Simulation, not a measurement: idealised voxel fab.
Process module, titled voxel ribs on slabs
Section shown: cut. Width: 190 nm. Cell size: 5 nm, square.
If you're reading a cross-section in this doc, picture square cells in a grid; it comes to you as bands, top ones listed first down to the bottom, and a band can be one or more rows of cells.
Band: top height; bottom height; in nm. Then, left to right: material with width in nm, for each material. "all across": a single material spanning edge to edge. "air": empty space.
All heights in this document are referenced to 0, defined as the level beneath which the wafer, as received, consists entirely of one material. The lowest band is not bounded below; it extends indefinitely downward and is written in the form "from 0 down".
You'd read "30..40" like this: the band's top row of cells is as wide as the first number, its bottom row is as wide as the second, and going down, every row changes width by the same amount as the row before did.
Step note "no modification" = no cross-section cell changed.
The label "Completely enclosed voids" introduces a list of the empty spaces, 8 cells or larger, that have no open way up to the top; each entry in it reads width x height at distance, where the distance is taken from the left edge and all three are stated in nm.
Read whatever lies past the settings on a step's line as the simulator's own remark about the step.
"overlay nm", when on a step's line for a step with a mask, measures how far to the right of its planned place the mask lay; a negative measure means to the left.

The steps planned for the process are as follows
- 1: RECEIVE | material Si
- 2: DIRECTIONAL_DEP | material SiO2 | thk nm 25
- 3: DIRECTIONAL_DEP | material polySi | thk nm 15
- 4: DIRECTIONAL_DEP | material aC | thk nm 15
- 5: PATTERN | tone cover | mask id RIB | material resist | width nm 30 | thk nm 30 | overlay nm 0
- 6: DIRECTIONAL_ETCH | etch materials aC | depth nm 15
- 7: STRIP | etch materials resist
- 8: DIRECTIONAL_ETCH | etch materials polySi | depth nm 10
- 9: STRIP | etch materials aC
- 10: DIRECTIONAL_DEP | material aC | thk nm 10
- 11: PATTERN | tone cover | mask id SLAB | material resist | width nm 60 | thk nm 25 | overlay nm 0
- 12: DIRECTIONAL_ETCH | etch materials aC | depth nm 10
- 13: STRIP | etch materials resist
- 14: DIRECTIONAL_ETCH | etch materials polySi | depth nm 5
- 15: STRIP | etch materials aC
- 16: FILL_DEP | material SiO2 | thk nm 15
- 17: CMP | height nm 50
- 18: DIRECTIONAL_DEP | material TiN | thk nm 5
- 19: DIRECTIONAL_DEP | material aC | thk nm 10
- 20: PATTERN | tone cover | mask id HEATER | material resist | width nm 40 | thk nm 30 | overlay nm 0
- 21: DIRECTIONAL_ETCH | etch materials aC | depth nm 10
- 22: STRIP | etch materials resist
- 23: DIRECTIONAL_ETCH | etch materials TiN | depth nm 5
- 24: STRIP | etch materials aC
- 25: CONFORMAL_DEP | material SiO2 | thk nm 5

Wafer as received: cross-section following step 1
* from 0 down | Si all across
* Completely enclosed voids: none

Cross-sectional view of the first of the two wafers upon completion of the module, processed in accordance with the plan
* from 60 to 55 | 70 air, then 50 SiO2, then 70 air
* from 55 to 50 | 75 SiO2, then 40 TiN, then 75 SiO2
* from 50 to 40 | SiO2 all across
* from 40 to 30 | 80 SiO2, then 30 polySi, then 80 SiO2
* from 30 to 25 | 65 SiO2, then 60 polySi, then 65 SiO2
* from 25 to 0 | SiO2 all across
* from 0 down | Si all across
* Completely enclosed voids: none

Wafer two cross-section, module end. Start and plan unchanged from wafer one; one mistake made during the run
* from 60 to 55 | 60 air, then 50 SiO2, then 80 air
* from 55 to 50 | 65 SiO2, then 40 TiN, then 85 SiO2
* from 50 to 40 | SiO2 all across
* from 40 to 30 | 80 SiO2, then 30 polySi, then 80 SiO2
* from 30 to 25 | 65 SiO2, then 60 polySi, then 65 SiO2
* from 25 to 0 | SiO2 all across
* from 0 down | Si all across
* Completely enclosed voids: none
Where did the run depart from the plan? step 20 changed vs plan, executed as PATTERN | tone cover | mask id HEATER | material resist | width nm 40 | thk nm 30 | overlay nm -10
If you tally the cells, the second wafer ends up with the same amount of every material as the first; it's all just sitting in different places.
